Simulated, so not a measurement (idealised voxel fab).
Process module under the name voxel quadruple lines
Cross-section cut spans 145 nm and uses square cells 5 nm in size.
In what follows, cross-sections appear as grids of square cells, described through bands that run from the top down, where every band is one or more rows of cells.
It is stipulated that each band's entry specify, in nanometres, the height of the top of the band and then that of its bottom, followed by the materials of the band in left-to-right sequence, each together with its width in nanometres. A single material marked by the word "throughout" is understood to fill the band from edge to edge; the word "blank" is understood to denote empty space.
Convention: height 0 is the level below which the wafer, as received, is all one material. The lowest band does not terminate at the bottom but continues downward, represented as "z 0 and below".
Graded width ("30 to 40"): value in top row of band = first number; value in bottom row = second number; row-to-row change constant.
Step note "nothing changed" = no cross-section cell changed.
Entry "Listed closed voids". Content: empty spaces with no open connection to the top, size 8 cells or greater. Each: width x height at distance. Distance: from left edge. Unit: nm.
Where a step's line continues beyond its settings, the continuation is a remark by the simulator itself on that step.
If you see "overlay nm" on a step's line and that step has a mask, it's telling you how far right of where it was planned the mask ended up; a negative number means it went left instead.

Process steps - plan
1. RECEIVE, material Si
2. CONFORMAL_DEP, material SiO2, thk nm 10
3. DIRECTIONAL_DEP, material W, thk nm 10
4. DIRECTIONAL_DEP, material polySi, thk nm 20
5. DIRECTIONAL_DEP, material aC, thk nm 20
6. PATTERN, tone cover, mask id MANDREL, material resist, width nm 15, thk nm 25, overlay nm 0
7. DIRECTIONAL_ETCH, etch materials aC, depth nm 20
8. STRIP, etch materials resist
9. CONFORMAL_DEP, material SiO2, thk nm 10
10. DIRECTIONAL_ETCH, etch materials SiO2, depth nm 10
11. STRIP, etch materials aC
12. DIRECTIONAL_ETCH, etch materials polySi, depth nm 20
13. STRIP, etch materials SiO2
14. CONFORMAL_DEP, material SiCN, thk nm 5
15. DIRECTIONAL_ETCH, etch materials SiCN, depth nm 5
16. STRIP, etch materials polySi
17. DIRECTIONAL_ETCH, etch materials W, depth nm 10
18. STRIP, etch materials SiCN
Heads up: all these wafers start the same, and what changes between them is the width nm in step 6. The value you see in the plan is just what the first wafer got.

Cross-section of the first of several wafers on receipt, reflecting completion of step 1
  z 0 and below  Si throughout
  Listed closed voids: none

End-of-module cross-section, first of several wafers, after last step 18
  z 20 to 10  blank 50, W 5, blank 10, W 5, blank 5, W 5, blank 10, W 5, blank 50
  z 10 to 0  SiO2 throughout
  z 0 and below  Si throughout
  Listed closed voids: none

End of module: cross-section, last of several wafers
  z 20 to 10  blank 40, W 5, blank 10, W 5, blank 25, W 5, blank 10, W 5, blank 40
  z 10 to 0  SiO2 throughout
  z 0 and below  Si throughout
  Listed closed voids: none

Quick key for the table: a row per wafer, taken at the end of the module. For each material it tells you how many cells the wafer gained (+) or lost (-) since it came in, and the closed voids come after
width nm 15 | +58 SiO2 | +8 W | Listed closed voids: none
width nm 20 | +58 SiO2 | +8 W | Listed closed voids: none
width nm 25 | +58 SiO2 | +8 W | Listed closed voids: none
width nm 30 | +58 SiO2 | +8 W | Listed closed voids: none
width nm 35 | +58 SiO2 | +8 W | Listed closed voids: none
